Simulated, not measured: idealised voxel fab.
process module | voxel self aligned vias
Displayed cross-section: cut, width of 245 nm, square cells sized 5 nm.
Square cells in a grid make up a cross-section in this document, and the grid is given as bands, listed from the top down, each one or more rows of cells. Quick guide to a band line: top height, bottom height (nm) up front; then every material left to right with its width in nm. Only one material and it's marked "full width"? Then it fills the band edge to edge. And "blank" just means empty space. Height datum 0, below which the as-received substrate wafer is one material. Lowest band open at the bottom, running downward: "0 nm and below". A two-number width, for instance "30 to 40", indicates that the width is equal to the first number in the top row of the band and to the second number in the bottom row, and that it changes by a constant amount per row of cells. "left unchanged" means the step left every cell of the cross-section as it was. Closed empty spaces (no open way to the top) of 8 cells or more are what "Encapsulated voids" lists, each as width x height at distance from the left edge, nm for all three. If you see something after the settings on a step's line, that's the simulator's own remark about that step. If you see "overlay nm" on a step's line and that step has a mask, it's telling you how far right of where it was planned the mask ended up; a negative number means it went left instead.
# Intended process steps
1,op RECEIVE | material Si
2,op CONFORMAL_DEP | material SiO2 | thk nm 15
3,op CONFORMAL_DEP | material SiCN | thk nm 5
4,op DIRECTIONAL_DEP | material lowk | thk nm 25
5,op DIRECTIONAL_DEP | material aC | thk nm 15
6,op PATTERN | tone open | mask id LINES | material resist | width nm 15 | pitch nm 70 | thk nm 30 | overlay nm 0
7,op DIRECTIONAL_ETCH | etch materials aC | depth nm 15
8,op STRIP | etch materials resist
9,op DIRECTIONAL_ETCH | etch materials lowk | depth nm 25
10,op STRIP | etch materials aC
11,op CONFORMAL_DEP | material TiN | thk nm 5
12,op FILL_DEP | material W | thk nm 10
13,op CMP | height nm 45
14,op SELECTIVE_ETCH | etch materials W Ru TiN | depth nm 10
15,op FILL_DEP | material SiN | thk nm 5
16,op CMP | height nm 45
17,op DIRECTIONAL_DEP | material lowk | thk nm 20
18,op DIRECTIONAL_DEP | material aC | thk nm 15
19,op PATTERN | tone open | mask id VIAS | material resist | width nm 40 | pitch nm 70 | thk nm 35 | overlay nm 0
20,op DIRECTIONAL_ETCH | etch materials aC | depth nm 15
21,op STRIP | etch materials resist
22,op DIRECTIONAL_ETCH | etch materials lowk | depth nm 20
23,op DIRECTIONAL_ETCH | etch materials SiN | depth nm 10
24,op STRIP | etch materials aC
25,op CONFORMAL_DEP | material TiN | thk nm 5
26,op FILL_DEP | material Cu | thk nm 5
27,op CMP | height nm 65
28,op CONFORMAL_DEP | material SiCN | thk nm 5
The width nm used in step 6 is not the same on every wafer, whereas the starting condition is; the value printed in the plan is the first wafer's.
# As-received state after step 1, first of several wafers, cross-section
> 0 nm and below: Si full width
> Encapsulated voids: none
# End of module, by wafer: material-by-material cell gain (+) or loss (-) since receipt, then closed voids
width nm 15, +60 Cu, +98 SiCN, +147 SiO2, +75 TiN, +6 W, +300 lowk, Encapsulated voids: none
width nm 20, +66 Cu, +98 SiCN, +147 SiO2, +78 TiN, +12 W, +285 lowk, Encapsulated voids: none
width nm 25, +72 Cu, +98 SiCN, +147 SiO2, +81 TiN, +18 W, +270 lowk, Encapsulated voids: none
width nm 30, +78 Cu, +98 SiCN, +147 SiO2, +84 TiN, +24 W, +255 lowk, Encapsulated voids: none
width nm 35, +84 Cu, +98 SiCN, +147 SiO2, +87 TiN, +30 W, +240 lowk, Encapsulated voids: none
